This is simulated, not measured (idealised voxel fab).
The following is a process module called voxel self aligned contacts.
Pictured: cross-section cut, 290 nm wide, on a grid of 5 nm square cells.
Think of the cross-section as a grid of square cells. We describe it in bands, top to bottom, and each band covers one or more rows of those cells. Each band's line starts with the height of the band's top and of its bottom, in nm. Then come its materials from left to right, each with its width in nm. One material with "all across" fills the band from edge to edge. "air" is empty space. Beneath 0, the wafer as received is one material, and that level is where height counting begins. The lowest band goes on downward without a bottom; it is written like "from 0 down". Width spec "30->40" -> top row of cells at first value, bottom row at second value, equal per-row change in between. "no alteration" (step): cross-section cells unchanged, all of them. The entry titled "Entrapped void list" provides the empty spaces that have no open way to the top, restricted to those of 8 cells or more. Each is presented as width x height at distance, the distance being measured from the left edge, with all three in nm. On a step's line, text after the settings is the simulator commenting on that step. What "overlay nm" on a step's line means: if the step has a mask, that mask lay this far to the right of its planned place, or, when the value is negative, to the left.
## Steps in the process plan
| 1 | RECEIVE | material Si |
| 2 | OXIDIZE | depth nm 5 |
| 3 | DIRECTIONAL_DEP | material polySi | thk nm 20 |
| 4 | DIRECTIONAL_DEP | material SiN | thk nm 20 |
| 5 | DIRECTIONAL_DEP | material aC | thk nm 15 |
| 6 | PATTERN | tone cover | mask id GATE | material resist | width nm 30 | pitch nm 70 | thk nm 30 | overlay nm 0 |
| 7 | DIRECTIONAL_ETCH | etch materials aC | depth nm 15 |
| 8 | STRIP | etch materials resist |
| 9 | DIRECTIONAL_ETCH | etch materials SiN | depth nm 20 |
| 10 | DIRECTIONAL_ETCH | etch materials polySi | depth nm 20 |
| 11 | STRIP | etch materials aC |
| 12 | CONFORMAL_DEP | material SiN | thk nm 10 |
| 13 | DIRECTIONAL_ETCH | etch materials SiN | depth nm 10 |
| 14 | FILL_DEP | material SiO2 | thk nm 20 |
| 15 | CMP | height nm 50 |
| 16 | DIRECTIONAL_DEP | material aC | thk nm 15 |
| 17 | PATTERN | tone open | mask id CONTACT | material resist | width nm 50 | thk nm 30 | overlay nm 0 |
| 18 | DIRECTIONAL_ETCH | etch materials aC | depth nm 15 |
| 19 | STRIP | etch materials resist |
| 20 | DIRECTIONAL_ETCH | etch materials SiO2 | depth nm 55 |
| 21 | STRIP | etch materials aC |
| 22 | CONFORMAL_DEP | material TiN | thk nm 5 |
| 23 | FILL_DEP | material Ru | thk nm 10 |
| 24 | CMP | height nm 50 |
| 25 | CONFORMAL_DEP | material SiN | thk nm 5 |
## What follows covers the first of two wafers; it ran as planned
## As-received state of the wafer in cross-section, equivalent to post-step 1
	from 0 down  Si all across
	Entrapped void list: none
## How the wafer stands in section after step 2
	from 0 to -5  SiO2 all across
	Under -5: no change, same as before.
## How the wafer stands in section after step 3
	from 20 to 0  polySi all across
	Under 0: no change, same as before.
## How the wafer stands in section after step 4
	from 40 to 20  SiN all across
	Under 20: no change, same as before.
## How the wafer stands in section after step 5
	from 55 to 40  aC all across
	Under 40: no change, same as before.
## How the wafer stands in section after step 6
	from 85 to 55  95 of air  30 of resist  40 of air  30 of resist  95 of air
	Under 55: no change, same as before.
## How the wafer stands in section after step 7
	from 70 to 55  95 of air  30 of resist  40 of air  30 of resist  95 of air
	from 55 to 40  95 of air  30 of aC  40 of air  30 of aC  95 of air
	Under 40: no change, same as before.
## How the wafer stands in section after step 8
	from 55 to 40  95 of air  30 of aC  40 of air  30 of aC  95 of air
	Under 40: no change, same as before.
## How the wafer stands in section after step 9
	from 55 to 40  95 of air  30 of aC  40 of air  30 of aC  95 of air
	from 40 to 20  95 of air  30 of SiN  40 of air  30 of SiN  95 of air
	Under 20: no change, same as before.
## How the wafer stands in section after step 10
	from 55 to 40  95 of air  30 of aC  40 of air  30 of aC  95 of air
	from 40 to 20  95 of air  30 of SiN  40 of air  30 of SiN  95 of air
	from 20 to 0  95 of air  30 of polySi  40 of air  30 of polySi  95 of air
	Under 0: no change, same as before.
## How the wafer stands in section after step 11
	from 40 to 20  95 of air  30 of SiN  40 of air  30 of SiN  95 of air
	Under 20: no change, same as before.
## How the wafer stands in section after step 12
	from 50 to 20  85 of air  50 of SiN  20 of air  50 of SiN  85 of air
	from 20 to 10  85 of air  10 of SiN  30 of polySi  10 of SiN  20 of air  10 of SiN  30 of polySi  10 of SiN  85 of air
	from 10 to 0  95 of SiN  30 of polySi  40 of SiN  30 of polySi  95 of SiN
	Under 0: no change, same as before.
## How the wafer stands in section after step 13
	from 40 to 20  85 of air  50 of SiN  20 of air  50 of SiN  85 of air
	from 20 to 0  85 of air  10 of SiN  30 of polySi  10 of SiN  20 of air  10 of SiN  30 of polySi  10 of SiN  85 of air
	Under 0: no change, same as before.
## How the wafer stands in section after step 14
	from 60 to 40  SiO2 all across
	from 40 to 20  85 of SiO2  50 of SiN  20 of SiO2  50 of SiN  85 of SiO2
	from 20 to 0  85 of SiO2  10 of SiN  30 of polySi  10 of SiN  20 of SiO2  10 of SiN  30 of polySi  10 of SiN  85 of SiO2
	Under 0: no change, same as before.
## How the wafer stands in section after step 15
	from 50 to 40  SiO2 all across
	Under 40: no change, same as before.
## How the wafer stands in section after step 16
	from 65 to 50  aC all across
	Under 50: no change, same as before.
## How the wafer stands in section after step 17
	from 95 to 65  120 of resist  50 of air  120 of resist
	Under 65: no change, same as before.
## How the wafer stands in section after step 18
	from 80 to 65  120 of resist  50 of air  120 of resist
	from 65 to 50  120 of aC  50 of air  120 of aC
	Under 50: no change, same as before.
## How the wafer stands in section after step 19
	from 65 to 50  120 of aC  50 of air  120 of aC
	Under 50: no change, same as before.
## How the wafer stands in section after step 20
	from 65 to 50  120 of aC  50 of air  120 of aC
	from 50 to 40  120 of SiO2  50 of air  120 of SiO2
	from 40 to 20  85 of SiO2  50 of SiN  20 of air  50 of SiN  85 of SiO2
	from 20 to 0  85 of SiO2  10 of SiN  30 of polySi  10 of SiN  20 of air  10 of SiN  30 of polySi  10 of SiN  85 of SiO2
	from 0 to -5  135 of SiO2  20 of air  135 of SiO2
	Under -5: no change, same as before.
## How the wafer stands in section after step 21
	from 50 to 40  120 of SiO2  50 of air  120 of SiO2
	Under 40: no change, same as before.
## How the wafer stands in section after step 22
	from 55 to 50  125 of TiN  40 of air  125 of TiN
	from 50 to 40  120 of SiO2  5->20 of TiN  40->10 of air  5->20 of TiN  120 of SiO2
	from 40 to 20  85 of SiO2  50 of SiN  5 of TiN  10 of air  5 of TiN  50 of SiN  85 of SiO2
	from 20 to 0  85 of SiO2  10 of SiN  30 of polySi  10 of SiN  5 of TiN  10 of air  5 of TiN  10 of SiN  30 of polySi  10 of SiN  85 of SiO2
	from 0 to -5  135 of SiO2  20 of TiN  135 of SiO2
	Under -5: no change, same as before.
## How the wafer stands in section after step 23
	from 65 to 55  Ru all across
	from 55 to 50  125 of TiN  40 of Ru  125 of TiN
	from 50 to 40  120 of SiO2  5->20 of TiN  40->10 of Ru  5->20 of TiN  120 of SiO2
	from 40 to 20  85 of SiO2  50 of SiN  5 of TiN  10 of Ru  5 of TiN  50 of SiN  85 of SiO2
	from 20 to 0  85 of SiO2  10 of SiN  30 of polySi  10 of SiN  5 of TiN  10 of Ru  5 of TiN  10 of SiN  30 of polySi  10 of SiN  85 of SiO2
	Under 0: no change, same as before.
## How the wafer stands in section after step 24
	from 50 to 40  120 of SiO2  5->20 of TiN  40->10 of Ru  5->20 of TiN  120 of SiO2
	Under 40: no change, same as before.
## How the wafer stands in section after step 25
	from 55 to 50  SiN all across
	Under 50: no change, same as before.
## The second wafer: identical to the first at the outset and in its planned sequence, differing only in that one mistake was made during processing; up to and including step 23, its path is the first wafer's path
Second wafer profile in section, at the moment step 24 of the plan was meant to be complete: no alteration
## Second wafer profile in section, at the moment step 25 of the plan was meant to be complete
	from 70 to 65  SiN all across
	Under 65: no change, same as before.
Deviation from plan: plan step 24 never ran because it was skipped
The second wafer ends with more or fewer cells of some materials than the first, per final count: +124 Ru; +50 TiN
